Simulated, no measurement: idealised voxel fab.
process module | voxel spacer lines
cross-section cut | 220 nm wide | cells 5 nm
A cross-section is a grid of square cells, given in bands from the top down. A band is one or more rows of cells.
Each band's line starts with the height of the band's top and of its bottom, in nm. Then come its materials from left to right, each with its width in nm. One material with "throughout" fills the band from edge to edge. "air" is empty space.
Height 0 is the level under which the wafer as received is all one material. The lowest band goes on downwards, as in "0 down".
A width such as "30 to 40" changes by the same amount from each row of cells to the next, from the band's top row to its bottom row.
"no change" after a step means that no cell of the cross-section changed.
closed voids: empty space of 8 cells or more with no open way to the top, each as width x height at its distance from the left edge, in nm
after a step's settings: what the simulator itself notes on the step
overlay nm, on a step with a mask: how far to the right of its planned place the mask lay; to the left if negative
plan
1 op RECEIVE | material Si
2 op CONFORMAL_DEP | material Al2O3 | thk nm 5
3 op DIRECTIONAL_DEP | material TiN | thk nm 15
4 op DIRECTIONAL_DEP | material aC | thk nm 25
5 op PATTERN | tone cover | mask id MANDREL | material resist | width nm 20 | pitch nm 70 | thk nm 35 | overlay nm -15
6 op DIRECTIONAL_ETCH | etch materials aC | depth nm 25
7 op STRIP | etch materials resist
8 op CONFORMAL_DEP | material SiO2 | thk nm 15
9 op DIRECTIONAL_ETCH | etch materials SiO2 | depth nm 15
10 op STRIP | etch materials aC
11 op DIRECTIONAL_ETCH | etch materials TiN | depth nm 15
12 op STRIP | etch materials SiO2
13 op FILL_DEP | material lowk | thk nm 10
14 op CMP | height nm 20
varied across the wafers: overlay nm of step 5. The plan shows the first wafer's value. All wafers start alike
first wafer as received, after step 1
  0 down: Si throughout
  closed voids: none
first wafer at the end, after step 14
  20 to 5: TiN 15 | lowk 20 | TiN 15 | lowk 20 | TiN 15 | lowk 20 | TiN 15 | lowk 20 | TiN 15 | lowk 20 | TiN 15 | lowk 30
  5 to 0: Al2O3 throughout
  0 down: Si throughout
  closed voids: none
last wafer at the end
  20 to 5: lowk 30 | TiN 15 | lowk 20 | TiN 15 | lowk 20 | TiN 15 | lowk 20 | TiN 15 | lowk 20 | TiN 15 | lowk 20 | TiN 15
  5 to 0: Al2O3 throughout
  0 down: Si throughout
  closed voids: none
each wafer at the end: cells of each material gained (+) or lost (-) since it was received, then its closed voids
overlay nm -15 | +44 Al2O3 | +54 TiN | +78 lowk | closed voids: none
overlay nm -10 | +44 Al2O3 | +54 TiN | +78 lowk | closed voids: none
overlay nm -5 | +44 Al2O3 | +54 TiN | +78 lowk | closed voids: none
overlay nm 0 | +44 Al2O3 | +54 TiN | +78 lowk | closed voids: none
overlay nm 5 | +44 Al2O3 | +54 TiN | +78 lowk | closed voids: none
overlay nm 10 | +44 Al2O3 | +54 TiN | +78 lowk | closed voids: none
overlay nm 15 | +44 Al2O3 | +54 TiN | +78 lowk | closed voids: none
